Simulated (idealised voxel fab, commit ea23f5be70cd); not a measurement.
Module name: voxel self aligned vias (process module)
Square cell edge 5 nm, section width 225 nm, ID cut.
The cross-sections in this document take the form of a grid made of square cells. They are written out as bands, in order from top to bottom. Each band consists of one or more rows of cells. Quick guide to a band line: top height, bottom height (nm) up front; then every material left to right with its width in nm. Only one material and it's marked "all across"? Then it fills the band edge to edge. And "air" just means empty space. Below 0: as-received wafer, all one material; heights counted from there. Lowest band: no bottom, goes on down, written "top 0, no bottom". Width: "30 to 40" (first number = top row, second number = bottom row, same change from row to row of cells). "left unchanged", as given for a step, is the statement that not any cell of the cross-section underwent a change during that step. You'll see "Enclosed empty spaces" listing empty spaces that have no way open to the top, as long as they're 8 cells or more; the notation is width x height at distance, where the distance is from the left edge, and all of it is in nm. What comes after the settings on a step's line is commentary from the simulator itself on that step. On any step carrying a mask, the "overlay nm" setting, if present on the step's line, tells how far right of its planned place the mask lay; negative values point to the left.
Listed below are the process steps as planned
1) RECEIVE: material Si
2) CONFORMAL_DEP: material SiO2, thk nm 15
3) CONFORMAL_DEP: material SiCN, thk nm 5
4) DIRECTIONAL_DEP: material lowk, thk nm 30
5) PATTERN: tone open, mask id LINES, material resist, width nm 25, pitch nm 65, thk nm 20, overlay nm 0
6) DIRECTIONAL_ETCH: etch materials lowk, depth nm 30
7) STRIP: etch materials resist
8) CONFORMAL_DEP: material TiN, thk nm 5
9) FILL_DEP: material Ru, thk nm 10
10) CMP: height nm 50
11) SELECTIVE_ETCH: etch materials W Ru TiN, depth nm 10
12) FILL_DEP: material SiN, thk nm 10
13) CMP: height nm 50
14) DIRECTIONAL_DEP: material lowk, thk nm 15
15) MASKED_ETCH: tone open, mask id VIAS, width nm 35, pitch nm 65, etch materials lowk, depth nm 15, overlay nm 0
16) MASKED_ETCH: tone open, mask id VIAS, width nm 35, pitch nm 65, etch materials SiN, depth nm 10, overlay nm 0
17) CONFORMAL_DEP: material TiN, thk nm 5
18) FILL_DEP: material Ru, thk nm 10
19) CMP: height nm 65
20) CONFORMAL_DEP: material SiCN, thk nm 5
Shown in cross-section is the wafer as received, that is, as it stands after step 1
> top 0, no bottom | Si all across
> Enclosed empty spaces: none
As-planned run: cross-section of the first of two wafers at end of module
> top 70, bottom 65 | SiCN all across
> top 65, bottom 55 | 60 lowk, then 5 TiN, then 25 Ru, then 5 TiN, then 30 lowk, then 5 TiN, then 25 Ru, then 5 TiN, then 65 lowk
> top 55, bottom 45 | 60 to 65 lowk, then 10 to 5 TiN, then 15 Ru, then 10 to 5 TiN, then 30 to 40 lowk, then 10 to 5 TiN, then 15 Ru, then 10 to 5 TiN, then 65 to 70 lowk
> top 45, bottom 40 | 65 lowk, then 25 TiN, then 40 lowk, then 25 TiN, then 70 lowk
> top 40, bottom 25 | 65 lowk, then 5 TiN, then 15 Ru, then 5 TiN, then 40 lowk, then 5 TiN, then 15 Ru, then 5 TiN, then 70 lowk
> top 25, bottom 20 | 65 lowk, then 25 TiN, then 40 lowk, then 25 TiN, then 70 lowk
> top 20, bottom 15 | SiCN all across
> top 15, bottom 0 | SiO2 all across
> top 0, no bottom | Si all across
> Enclosed empty spaces: none
Cross-sectional view of the second of two wafers upon completion of the module. This wafer shared its starting condition and process plan with the first; one error was made during its execution
> top 85, bottom 80 | SiCN all across
> top 80, bottom 70 | Ru all across
> top 70, bottom 65 | 65 TiN, then 25 Ru, then 40 TiN, then 25 Ru, then 70 TiN
> top 65, bottom 55 | 60 lowk, then 5 TiN, then 25 Ru, then 5 TiN, then 30 lowk, then 5 TiN, then 25 Ru, then 5 TiN, then 65 lowk
> top 55, bottom 45 | 60 to 65 lowk, then 10 to 5 TiN, then 15 Ru, then 10 to 5 TiN, then 30 to 40 lowk, then 10 to 5 TiN, then 15 Ru, then 10 to 5 TiN, then 65 to 70 lowk
> top 45, bottom 40 | 65 lowk, then 25 TiN, then 40 lowk, then 25 TiN, then 70 lowk
> top 40, bottom 25 | 65 lowk, then 5 TiN, then 15 Ru, then 5 TiN, then 40 lowk, then 5 TiN, then 15 Ru, then 5 TiN, then 70 lowk
> top 25, bottom 20 | 65 lowk, then 25 TiN, then 40 lowk, then 25 TiN, then 70 lowk
> top 20, bottom 15 | SiCN all across
> top 15, bottom 0 | SiO2 all across
> top 0, no bottom | Si all across
> Enclosed empty spaces: none
Plan not followed: step 19 of the plan was bypassed and not carried out
Wafer comparison, final, in cells, second relative to first, materials more or fewer: +100 Ru, +35 TiN
